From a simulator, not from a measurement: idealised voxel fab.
A process module follows: voxel self aligned vias.
FYI the section here is cut, 205 nm wide, cells are 5 nm squares.
Format of a cross-section: grid, square cells. Given as bands. Order: top down. Band: one or more rows of cells. For a band, the entry starts with two heights in nm, that of the top and then that of the bottom, and carries on with the band's materials in order from left to right, each alongside its width in nm; the word "throughout" beside a single material means it fills the band edge to edge, and "empty" means empty space. Heads up on the height convention: 0 is the point under which the incoming wafer is all one material, and the lowest band has no bottom, it just keeps going down, like "from 0 down". The notation "30->40" denotes a width that varies across the rows of cells in the band, beginning at the first number in the top row, finishing at the second number in the bottom row, and changing by an identical amount from each row to the next. Key: "no change" - step with no changed cell in the cross-section. "Listed closed voids" - sealed voids, min. 8 cells, no opening to top; format: width x height at distance (distance from left edge; nm throughout). Heads up: the bit after the settings on a step's line is the simulator's remark on that step. For masked steps, "overlay nm" on the step line gives how far right of plan the mask actually lay; a minus sign means it lay to the left.

[Below is the list of planned process steps]
| 1 | RECEIVE [material Si] |
| 2 | CONFORMAL_DEP [material SiO2] [thk nm 15] |
| 3 | CONFORMAL_DEP [material SiCN] [thk nm 5] |
| 4 | DIRECTIONAL_DEP [material SiO2] [thk nm 25] |
| 5 | MASKED_ETCH [tone open] [mask id LINES] [width nm 20] [pitch nm 70] [etch materials SiO2] [depth nm 25] [overlay nm 0] |
| 6 | CONFORMAL_DEP [material TiN] [thk nm 5] |
| 7 | FILL_DEP [material W] [thk nm 10] |
| 8 | CMP [height nm 45] |
| 9 | SELECTIVE_ETCH [etch materials W Ru TiN] [depth nm 5] |
| 10 | FILL_DEP [material SiN] [thk nm 5] |
| 11 | CMP [height nm 45] |
| 12 | DIRECTIONAL_DEP [material SiO2] [thk nm 15] |
| 13 | PATTERN [tone open] [mask id VIAS] [material resist] [width nm 40] [thk nm 20] [overlay nm 0] |
| 14 | DIRECTIONAL_ETCH [etch materials SiO2] [depth nm 15] |
| 15 | DIRECTIONAL_ETCH [etch materials SiN] [depth nm 5] |
| 16 | STRIP [etch materials resist] |
| 17 | CONFORMAL_DEP [material TiN] [thk nm 5] |
| 18 | FILL_DEP [material W] [thk nm 5] |
| 19 | CMP [height nm 60] |
| 20 | CONFORMAL_DEP [material SiN] [thk nm 5] |

[Cross-section of the wafer as it came to us, i.e., already through step 1]
	from 0 down: Si throughout
	Listed closed voids: none

[Same starting wafer, same plan as above, one mistake in the execution; this is the cross-section at the end of the module]
	from 65 to 60: SiN throughout
	from 60 to 50: SiO2: 45; TiN: 5; W: 30; TiN: 5; SiO2: 120
	from 50 to 45: SiO2: 45; TiN: 10; W: 20; TiN: 10; SiO2: 120
	from 45 to 40: SiO2: 50; TiN: 30; SiO2: 40; SiN: 30; SiO2: 55
	from 40 to 25: SiO2: 50; TiN: 5; W: 20; TiN: 5; SiO2: 40; TiN: 5; W: 20; TiN: 5; SiO2: 55
	from 25 to 20: SiO2: 50; TiN: 30; SiO2: 40; TiN: 30; SiO2: 55
	from 20 to 15: SiCN throughout
	from 15 to 0: SiO2 throughout
	from 0 down: Si throughout
	Listed closed voids: none
Want to know what went wrong? so step 5 ended up running with a different setting than we planned, it ran as MASKED_ETCH [tone open] [mask id LINES] [width nm 30] [pitch nm 70] [etch materials SiO2] [depth nm 25] [overlay nm 0]
